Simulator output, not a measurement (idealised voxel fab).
Documented hereafter: the process module known as voxel ribs on slabs.
Square cells of 5 nm make up the cross-section cut, whose width is 215 nm.
Cross-section spec: square-cell grid; bands listed top down; each band is one or more rows. Band entry format. Leading values: height of top, height of bottom, nm. Remainder: materials in left-to-right order, each with its width in nm. Special words: "edge to edge" on a single material, which then fills the band edge to edge; "empty", empty space. Heights are measured from 0, the level below which the as-received wafer is all one material; the lowest band has no bottom and continues downward, written as in "0 and below". Top row gets the first number, bottom row gets the second, and each row in between changes by the same step: that is how a band width like "30..40" works. "no alteration" (step): cross-section cells unchanged, all of them. "Enclosed internal voids" lists enclosed empty spaces (at least 8 cells, no open path upward to the top), each as width x height at distance from the left edge, in nm. Note: text after step settings on the step line = simulator remark on that step. overlay nm: where the mask lay relative to plan, measured to the right, on steps with a mask; negatives go left.
THE PROCESS STEPS THAT WERE PLANNED ARE LISTED BELOW
step 1: op RECEIVE | material Si
step 2: op DIRECTIONAL_DEP | material SiO2 | thk nm 20
step 3: op DIRECTIONAL_DEP | material SiN | thk nm 25
step 4: op MASKED_ETCH | tone cover | mask id RIB | width nm 30 | etch materials SiN | depth nm 10 | overlay nm 0
step 5: op DIRECTIONAL_DEP | material aC | thk nm 15
step 6: op PATTERN | tone cover | mask id SLAB | material resist | width nm 60 | thk nm 30 | overlay nm 0
step 7: op DIRECTIONAL_ETCH | etch materials aC | depth nm 15
step 8: op STRIP | etch materials resist
step 9: op DIRECTIONAL_ETCH | etch materials SiN | depth nm 15
step 10: op STRIP | etch materials aC
step 11: op FILL_DEP | material SiO2 | thk nm 20
step 12: op CMP | height nm 55
step 13: op DIRECTIONAL_DEP | material TiN | thk nm 5
step 14: op PATTERN | tone cover | mask id HEATER | material resist | width nm 40 | thk nm 15 | overlay nm 0
step 15: op DIRECTIONAL_ETCH | etch materials TiN | depth nm 5
step 16: op STRIP | etch materials resist
step 17: op CONFORMAL_DEP | material SiO2 | thk nm 10
AS RECEIVED (POST STEP 1): CROSS-SECTION
* 0 and below = Si edge to edge
* Enclosed internal voids: none
AS-PLANNED RUN: CROSS-SECTION OF THE FIRST OF TWO WAFERS AT END OF MODULE
* 70 down to 65 = 75 nm empty, 60 nm SiO2, 80 nm empty
* 65 down to 60 = SiO2 edge to edge
* 60 down to 55 = 85 nm SiO2, 40 nm TiN, 90 nm SiO2
* 55 down to 45 = SiO2 edge to edge
* 45 down to 35 = 90 nm SiO2, 30 nm SiN, 95 nm SiO2
* 35 down to 20 = 75 nm SiO2, 60 nm SiN, 80 nm SiO2
* 20 down to 0 = SiO2 edge to edge
* 0 and below = Si edge to edge
* Enclosed internal voids: none
THIS IS THE SECOND OF THE TWO WAFERS, CROSS-SECTIONED AT THE END OF THE MODULE; IT STARTED EXACTLY LIKE THE FIRST AND WAS GIVEN THE SAME PLAN, BUT IT WAS RUN WITH ONE MISTAKE
* 70 down to 65 = 75 nm empty, 60 nm SiO2, 80 nm empty
* 65 down to 60 = SiO2 edge to edge
* 60 down to 55 = 85 nm SiO2, 40 nm TiN, 90 nm SiO2
* 55 down to 45 = 75 nm SiO2, 60 nm SiN, 80 nm SiO2
* 45 down to 20 = SiN edge to edge
* 20 down to 0 = SiO2 edge to edge
* 0 and below = Si edge to edge
* Enclosed internal voids: none
It is concluded that the wafer was processed incorrectly with respect to the plan, in that step 3 of the plan saw execution twice
Final comparison by cell count, materials where the second wafer has more or fewer than the first: SiN: 191 more, SiO2: 191 fewer
